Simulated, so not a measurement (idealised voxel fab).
process module | voxel double patterning
cross-section cut | 170 nm wide | cells 5 nm
A cross-section is a grid of square cells, given in bands from the top down. A band is one or more rows of cells.
Each band's line starts with the height of the band's top and of its bottom, in nm. Then come its materials from left to right, each with its width in nm. One material with "throughout" fills the band from edge to edge. "air" is empty space.
Height 0 is the level under which the wafer as received is all one material. The lowest band goes on downwards, as in "0 down".
A width such as "30 to 40" changes by the same amount from each row of cells to the next, from the band's top row to its bottom row.
"no change" after a step means that no cell of the cross-section changed.
closed voids: empty space of 8 cells or more with no open way to the top, each as width x height at its distance from the left edge, in nm
after a step's settings: what the simulator itself notes on the step
overlay nm, on a step with a mask: how far to the right of its planned place the mask lay; to the left if negative
plan
1 op RECEIVE | material Si
2 op CONFORMAL_DEP | material SiO2 | thk nm 5
3 op DIRECTIONAL_DEP | material TiN | thk nm 20
4 op DIRECTIONAL_DEP | material SiN | thk nm 10
5 op MASKED_ETCH | tone open | mask id FIRST | width nm 15 | pitch nm 50 | etch materials SiN | depth nm 10 | overlay nm 0
6 op DIRECTIONAL_DEP | material aC | thk nm 10
7 op PATTERN | tone open | mask id SECOND | material resist | width nm 15 | thk nm 30 | overlay nm 0
8 op DIRECTIONAL_ETCH | etch materials aC | depth nm 10
9 op STRIP | etch materials resist
10 op DIRECTIONAL_ETCH | etch materials SiN | depth nm 10
11 op STRIP | etch materials aC
12 op DIRECTIONAL_ETCH | etch materials TiN | depth nm 20
13 op STRIP | etch materials SiN
varied across the wafers: width nm of step 5. The plan shows the first wafer's value. All wafers start alike
first wafer as received, after step 1
  0 down: Si throughout
  closed voids: none
first wafer at the end, after step 13
  25 to 5: TiN 50 | air 15 | TiN 10 | air 15 | TiN 10 | air 15 | TiN 55
  5 to 0: SiO2 throughout
  0 down: Si throughout
  closed voids: none
last wafer at the end
  25 to 5: TiN 45 | air 45 | TiN 5 | air 30 | TiN 45
  5 to 0: SiO2 throughout
  0 down: Si throughout
  closed voids: none
each wafer at the end: cells of each material gained (+) or lost (-) since it was received, then its closed voids
width nm 15 | +34 SiO2 | +100 TiN | closed voids: none
width nm 20 | +34 SiO2 | +92 TiN | closed voids: none
width nm 25 | +34 SiO2 | +84 TiN | closed voids: none
width nm 30 | +34 SiO2 | +76 TiN | closed voids: none
